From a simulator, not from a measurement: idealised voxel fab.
The process module that follows is named voxel self aligned vias.
FYI the section here is cut, 175 nm wide, cells are 5 nm squares.
A cross-section in this document is a grid of square cells, and it is written down as bands, the top band listed before the ones below it; a band is made up of one or more rows of cells. Read a band's entry like this: the first values are the height of its top and the height of its bottom in nm, and what follows is the sequence of materials from left to right, each with its width in nm. Note that "air" is empty space, and that a single material marked "full width" reaches across the band from edge to edge. Heights are reckoned from 0. Under this level, the received wafer is all of one material. The bottommost band is open-ended downward, for example "z 0 and below". Top row gets the first number, bottom row gets the second, and each row in between changes by the same step: that is how a band width like "30 to 40" works. Any step labelled "stayed the same" changed none of the cells in the cross-section. Reported under the label "Unvented internal voids" are the empty spaces having no open way to the top and comprising 8 cells or more; the notation for each is width x height at distance, in which the distance is measured from the left edge and all three values are in nm. What comes after the settings on a step's line is commentary from the simulator itself on that step. The optional step-line setting "overlay nm" applies to steps with a mask and quantifies how far to the right of its planned location the mask lay, a negative value indicating leftward placement.
Process steps - plan:
1: RECEIVE with material Si
2: CONFORMAL_DEP with material SiO2, thk nm 15
3: CONFORMAL_DEP with material SiCN, thk nm 5
4: DIRECTIONAL_DEP with material lowk, thk nm 30
5: DIRECTIONAL_DEP with material aC, thk nm 15
6: PATTERN with tone open, mask id LINES, material resist, width nm 25, pitch nm 65, thk nm 35, overlay nm 0
7: DIRECTIONAL_ETCH with etch materials aC, depth nm 15
8: STRIP with etch materials resist
9: DIRECTIONAL_ETCH with etch materials lowk, depth nm 30
10: STRIP with etch materials aC
11: CONFORMAL_DEP with material TiN, thk nm 5
12: FILL_DEP with material W, thk nm 5
13: CMP with height nm 50
14: SELECTIVE_ETCH with etch materials W Ru TiN, depth nm 10
15: FILL_DEP with material SiN, thk nm 10
16: CMP with height nm 50
17: DIRECTIONAL_DEP with material lowk, thk nm 20
18: DIRECTIONAL_DEP with material aC, thk nm 10
19: PATTERN with tone open, mask id VIAS, material resist, width nm 35, thk nm 30, overlay nm 0
20: DIRECTIONAL_ETCH with etch materials aC, depth nm 10
21: STRIP with etch materials resist
22: DIRECTIONAL_ETCH with etch materials lowk, depth nm 20
23: DIRECTIONAL_ETCH with etch materials SiN, depth nm 10
24: STRIP with etch materials aC
25: CONFORMAL_DEP with material TiN, thk nm 5
26: FILL_DEP with material W, thk nm 10
27: CMP with height nm 70
28: CONFORMAL_DEP with material SiN, thk nm 5
Below: the first of two wafers, run as planned:
Wafer cross-section on receipt, i.e. after step 1:
	z 0 and below | Si full width
	Unvented internal voids: none
The following cross-section depicts the wafer upon completion of step 2:
	z 15 to 0 | SiO2 full width
	Anything lower than 0 is untouched.
The following cross-section depicts the wafer upon completion of step 3:
	z 20 to 15 | SiCN full width
	Anything lower than 15 is untouched.
The following cross-section depicts the wafer upon completion of step 4:
	z 50 to 20 | lowk full width
	Anything lower than 20 is untouched.
The following cross-section depicts the wafer upon completion of step 5:
	z 65 to 50 | aC full width
	Anything lower than 50 is untouched.
The following cross-section depicts the wafer upon completion of step 6:
	z 100 to 65 | resist 40 nm  air 25 nm  resist 40 nm  air 25 nm  resist 45 nm
	Anything lower than 65 is untouched.
The following cross-section depicts the wafer upon completion of step 7:
	z 85 to 65 | resist 40 nm  air 25 nm  resist 40 nm  air 25 nm  resist 45 nm
	z 65 to 50 | aC 40 nm  air 25 nm  aC 40 nm  air 25 nm  aC 45 nm
	Anything lower than 50 is untouched.
The following cross-section depicts the wafer upon completion of step 8:
	z 65 to 50 | aC 40 nm  air 25 nm  aC 40 nm  air 25 nm  aC 45 nm
	Anything lower than 50 is untouched.
The following cross-section depicts the wafer upon completion of step 9:
	z 65 to 50 | aC 40 nm  air 25 nm  aC 40 nm  air 25 nm  aC 45 nm
	z 50 to 20 | lowk 40 nm  air 25 nm  lowk 40 nm  air 25 nm  lowk 45 nm
	Anything lower than 20 is untouched.
The following cross-section depicts the wafer upon completion of step 10:
	z 50 to 20 | lowk 40 nm  air 25 nm  lowk 40 nm  air 25 nm  lowk 45 nm
	Anything lower than 20 is untouched.
The following cross-section depicts the wafer upon completion of step 11:
	z 55 to 50 | TiN 45 nm  air 15 nm  TiN 50 nm  air 15 nm  TiN 50 nm
	z 50 to 25 | lowk 40 nm  TiN 5 nm  air 15 nm  TiN 5 nm  lowk 40 nm  TiN 5 nm  air 15 nm  TiN 5 nm  lowk 45 nm
	z 25 to 20 | lowk 40 nm  TiN 25 nm  lowk 40 nm  TiN 25 nm  lowk 45 nm
	Anything lower than 20 is untouched.
The following cross-section depicts the wafer upon completion of step 12:
	z 60 to 55 | W full width
	z 55 to 50 | TiN 45 nm  W 15 nm  TiN 50 nm  W 15 nm  TiN 50 nm
	z 50 to 25 | lowk 40 nm  TiN 5 nm  W 15 nm  TiN 5 nm  lowk 40 nm  TiN 5 nm  W 15 nm  TiN 5 nm  lowk 45 nm
	Anything lower than 25 is untouched.
The following cross-section depicts the wafer upon completion of step 13:
	z 50 to 25 | lowk 40 nm  TiN 5 nm  W 15 nm  TiN 5 nm  lowk 40 nm  TiN 5 nm  W 15 nm  TiN 5 nm  lowk 45 nm
	Anything lower than 25 is untouched.
The following cross-section depicts the wafer upon completion of step 14:
	z 50 to 40 | lowk 40 nm  air 25 nm  lowk 40 nm  air 25 nm  lowk 45 nm
	Anything lower than 40 is untouched.
The following cross-section depicts the wafer upon completion of step 15:
	z 60 to 50 | SiN full width
	z 50 to 40 | lowk 40 nm  SiN 25 nm  lowk 40 nm  SiN 25 nm  lowk 45 nm
	Anything lower than 40 is untouched.
The following cross-section depicts the wafer upon completion of step 16:
	z 50 to 40 | lowk 40 nm  SiN 25 nm  lowk 40 nm  SiN 25 nm  lowk 45 nm
	Anything lower than 40 is untouched.
The following cross-section depicts the wafer upon completion of step 17:
	z 70 to 50 | lowk full width
	Anything lower than 50 is untouched.
The following cross-section depicts the wafer upon completion of step 18:
	z 80 to 70 | aC full width
	Anything lower than 70 is untouched.
The following cross-section depicts the wafer upon completion of step 19:
	z 110 to 80 | resist 35 nm  air 35 nm  resist 105 nm
	Anything lower than 80 is untouched.
The following cross-section depicts the wafer upon completion of step 20:
	z 100 to 80 | resist 35 nm  air 35 nm  resist 105 nm
	z 80 to 70 | aC 35 nm  air 35 nm  aC 105 nm
	Anything lower than 70 is untouched.
The following cross-section depicts the wafer upon completion of step 21:
	z 80 to 70 | aC 35 nm  air 35 nm  aC 105 nm
	Anything lower than 70 is untouched.
The following cross-section depicts the wafer upon completion of step 22:
	z 80 to 70 | aC 35 nm  air 35 nm  aC 105 nm
	z 70 to 50 | lowk 35 nm  air 35 nm  lowk 105 nm
	Anything lower than 50 is untouched.
The following cross-section depicts the wafer upon completion of step 23:
	z 80 to 70 | aC 35 nm  air 35 nm  aC 105 nm
	z 70 to 50 | lowk 35 nm  air 35 nm  lowk 105 nm
	z 50 to 40 | lowk 40 nm  air 25 nm  lowk 40 nm  SiN 25 nm  lowk 45 nm
	Anything lower than 40 is untouched.
The following cross-section depicts the wafer upon completion of step 24:
	z 70 to 50 | lowk 35 nm  air 35 nm  lowk 105 nm
	Anything lower than 50 is untouched.
The following cross-section depicts the wafer upon completion of step 25:
	z 75 to 70 | TiN 40 nm  air 25 nm  TiN 110 nm
	z 70 to 55 | lowk 35 nm  TiN 5 nm  air 25 nm  TiN 5 nm  lowk 105 nm
	z 55 to 50 | lowk 35 nm  TiN 10 nm  air 15 nm  TiN 10 nm  lowk 105 nm
	z 50 to 45 | lowk 40 nm  TiN 5 nm  air 15 nm  TiN 5 nm  lowk 40 nm  SiN 25 nm  lowk 45 nm
	z 45 to 40 | lowk 40 nm  TiN 25 nm  lowk 40 nm  SiN 25 nm  lowk 45 nm
	Anything lower than 40 is untouched.
The following cross-section depicts the wafer upon completion of step 26:
	z 85 to 75 | W full width
	z 75 to 70 | TiN 40 nm  W 25 nm  TiN 110 nm
	z 70 to 55 | lowk 35 nm  TiN 5 nm  W 25 nm  TiN 5 nm  lowk 105 nm
	z 55 to 50 | lowk 35 nm  TiN 10 nm  W 15 nm  TiN 10 nm  lowk 105 nm
	z 50 to 45 | lowk 40 nm  TiN 5 nm  W 15 nm  TiN 5 nm  lowk 40 nm  SiN 25 nm  lowk 45 nm
	Anything lower than 45 is untouched.
The following cross-section depicts the wafer upon completion of step 27:
	z 70 to 55 | lowk 35 nm  TiN 5 nm  W 25 nm  TiN 5 nm  lowk 105 nm
	Anything lower than 55 is untouched.
The following cross-section depicts the wafer upon completion of step 28:
	z 75 to 70 | SiN full width
	Anything lower than 70 is untouched.
Second wafer: like start, like plan, one mistake. Through step 2 it matches the first wafer:
Cross-section of the second wafer at the time by which step 3 should have been completed according to the plan:
	z 45 to 15 | lowk full width
	Anything lower than 15 is untouched.
Cross-section of the second wafer at the time by which step 4 should have been completed according to the plan:
	z 50 to 45 | SiCN full width
	Anything lower than 45 is untouched.
Cross-section of the second wafer at the time by which step 5 should have been completed according to the plan:
	z 65 to 50 | aC full width
	Anything lower than 50 is untouched.
Cross-section of the second wafer at the time by which step 6 should have been completed according to the plan:
	z 100 to 65 | resist 40 nm  air 25 nm  resist 40 nm  air 25 nm  resist 45 nm
	Anything lower than 65 is untouched.
Cross-section of the second wafer at the time by which step 7 should have been completed according to the plan:
	z 85 to 65 | resist 40 nm  air 25 nm  resist 40 nm  air 25 nm  resist 45 nm
	z 65 to 50 | aC 40 nm  air 25 nm  aC 40 nm  air 25 nm  aC 45 nm
	Anything lower than 50 is untouched.
Cross-section of the second wafer at the time by which step 8 should have been completed according to the plan:
	z 65 to 50 | aC 40 nm  air 25 nm  aC 40 nm  air 25 nm  aC 45 nm
	Anything lower than 50 is untouched.
Cross-section of the second wafer at the time by which step 9 should have been completed according to the plan: stayed the same
Cross-section of the second wafer at the time by which step 10 should have been completed according to the plan:
	z 50 to 45 | SiCN full width
	Anything lower than 45 is untouched.
Cross-section of the second wafer at the time by which step 11 should have been completed according to the plan:
	z 55 to 50 | TiN full width
	Anything lower than 50 is untouched.
Cross-section of the second wafer at the time by which step 12 should have been completed according to the plan:
	z 60 to 55 | W full width
	Anything lower than 55 is untouched.
Cross-section of the second wafer at the time by which step 13 should have been completed according to the plan:
	z 50 to 45 | SiCN full width
	Anything lower than 45 is untouched.
Cross-section of the second wafer at the time by which step 14 should have been completed according to the plan: stayed the same
Cross-section of the second wafer at the time by which step 15 should have been completed according to the plan:
	z 60 to 50 | SiN full width
	Anything lower than 50 is untouched.
Cross-section of the second wafer at the time by which step 16 should have been completed according to the plan:
	z 50 to 45 | SiCN full width
	Anything lower than 45 is untouched.
Cross-section of the second wafer at the time by which step 17 should have been completed according to the plan:
	z 70 to 50 | lowk full width
	Anything lower than 50 is untouched.
Cross-section of the second wafer at the time by which step 18 should have been completed according to the plan:
	z 80 to 70 | aC full width
	Anything lower than 70 is untouched.
Cross-section of the second wafer at the time by which step 19 should have been completed according to the plan:
	z 110 to 80 | resist 35 nm  air 35 nm  resist 105 nm
	Anything lower than 80 is untouched.
Cross-section of the second wafer at the time by which step 20 should have been completed according to the plan:
	z 100 to 80 | resist 35 nm  air 35 nm  resist 105 nm
	z 80 to 70 | aC 35 nm  air 35 nm  aC 105 nm
	Anything lower than 70 is untouched.
Cross-section of the second wafer at the time by which step 21 should have been completed according to the plan:
	z 80 to 70 | aC 35 nm  air 35 nm  aC 105 nm
	Anything lower than 70 is untouched.
Cross-section of the second wafer at the time by which step 22 should have been completed according to the plan:
	z 80 to 70 | aC 35 nm  air 35 nm  aC 105 nm
	z 70 to 50 | lowk 35 nm  air 35 nm  lowk 105 nm
	Anything lower than 50 is untouched.
Cross-section of the second wafer at the time by which step 23 should have been completed according to the plan: stayed the same
Cross-section of the second wafer at the time by which step 24 should have been completed according to the plan:
	z 70 to 50 | lowk 35 nm  air 35 nm  lowk 105 nm
	Anything lower than 50 is untouched.
Cross-section of the second wafer at the time by which step 25 should have been completed according to the plan:
	z 75 to 70 | TiN 40 nm  air 25 nm  TiN 110 nm
	z 70 to 55 | lowk 35 nm  TiN 5 nm  air 25 nm  TiN 5 nm  lowk 105 nm
	z 55 to 50 | lowk 35 nm  TiN 35 nm  lowk 105 nm
	Anything lower than 50 is untouched.
Cross-section of the second wafer at the time by which step 26 should have been completed according to the plan:
	z 85 to 75 | W full width
	z 75 to 70 | TiN 40 nm  W 25 nm  TiN 110 nm
	z 70 to 55 | lowk 35 nm  TiN 5 nm  W 25 nm  TiN 5 nm  lowk 105 nm
	Anything lower than 55 is untouched.
Cross-section of the second wafer at the time by which step 27 should have been completed according to the plan:
	z 70 to 55 | lowk 35 nm  TiN 5 nm  W 25 nm  TiN 5 nm  lowk 105 nm
	Anything lower than 55 is untouched.
Cross-section of the second wafer at the time by which step 28 should have been completed according to the plan:
	z 75 to 70 | SiN full width
	Anything lower than 70 is untouched.
What broke from the plan during processing? the run placed steps 3 and 4 each in the position the plan gave to the other
In the final state, the cell counts of the second wafer exceed or fall short of those of the first for the following materials: SiN: 10 fewer; TiN: 26 fewer; W: 24 fewer; lowk: 60 more
